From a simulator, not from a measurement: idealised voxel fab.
Documented hereafter: the process module known as voxel released beams.
It is cross-section cut that appears here, measuring 255 nm in width, its square cells being 5 nm in size.
A cross-section is a grid of square cells, given in bands from the top down. A band is one or more rows of cells.
In this notation a band is specified by the heights of its top and bottom, in that order and in nm, after which its materials appear from left to right, each paired with its width in nm. The word "full width" attached to a single material means that material fills the band from edge to edge; the word "empty" stands for empty space.
Height 0 is the level under which the wafer as received is all one material. The lowest band goes on downwards, as in "0 and below".
A width such as "30..40" changes by the same amount from each row of cells to the next, from the band's top row to its bottom row.
Step note "nothing altered" = no cross-section cell changed.
Look at "Sealed cavities" for the closed voids: empty spaces with no open path to the top, sized 8 cells or up. Each is width x height at distance, distance from the left edge, all nm.
If you see something after the settings on a step's line, that's the simulator's own remark about that step.
You can add "overlay nm" to a step's line. For a step with a mask, it describes how far the mask lay to the right of its planned position, and a negative number describes a lay to the left.
# Below is the list of planned process steps
- 1: RECEIVE [material Si]
- 2: CONFORMAL_DEP [material Al2O3] [thk nm 10]
- 3: DIRECTIONAL_DEP [material SiO2] [thk nm 10]
- 4: DIRECTIONAL_DEP [material aC] [thk nm 15]
- 5: PATTERN [tone open] [mask id ANCHOR] [material resist] [width nm 30] [thk nm 35] [overlay nm 0]
- 6: DIRECTIONAL_ETCH [etch materials aC] [depth nm 15]
- 7: STRIP [etch materials resist]
- 8: DIRECTIONAL_ETCH [etch materials SiO2] [depth nm 10]
- 9: STRIP [etch materials aC]
- 10: CONFORMAL_DEP [material SiN] [thk nm 10]
- 11: MASKED_ETCH [tone cover] [mask id BEAM] [width nm 100] [etch materials SiN] [depth nm 10] [overlay nm 0]
- 12: STRIP [etch materials SiO2]
# Shown in cross-section is the wafer as received, that is, as it stands after step 1
* 0 and below  Si full width
* Sealed cavities: none
# Post-module cross-section: identical start and plan to those above, one misstep in execution
* 30 down to 20  80 of empty / 10 of SiN / 10 of empty / 80 of SiN / 75 of empty
* 20 down to 10  80 of empty / 30 of SiN / 145 of empty
* 10 down to 0  Al2O3 full width
* 0 and below  Si full width
* Sealed cavities: none
What was the processing mistake? contrary to plan, step 11 was performed as MASKED_ETCH [tone cover] [mask id BEAM] [width nm 100] [etch materials SiN] [depth nm 10] [overlay nm 5]
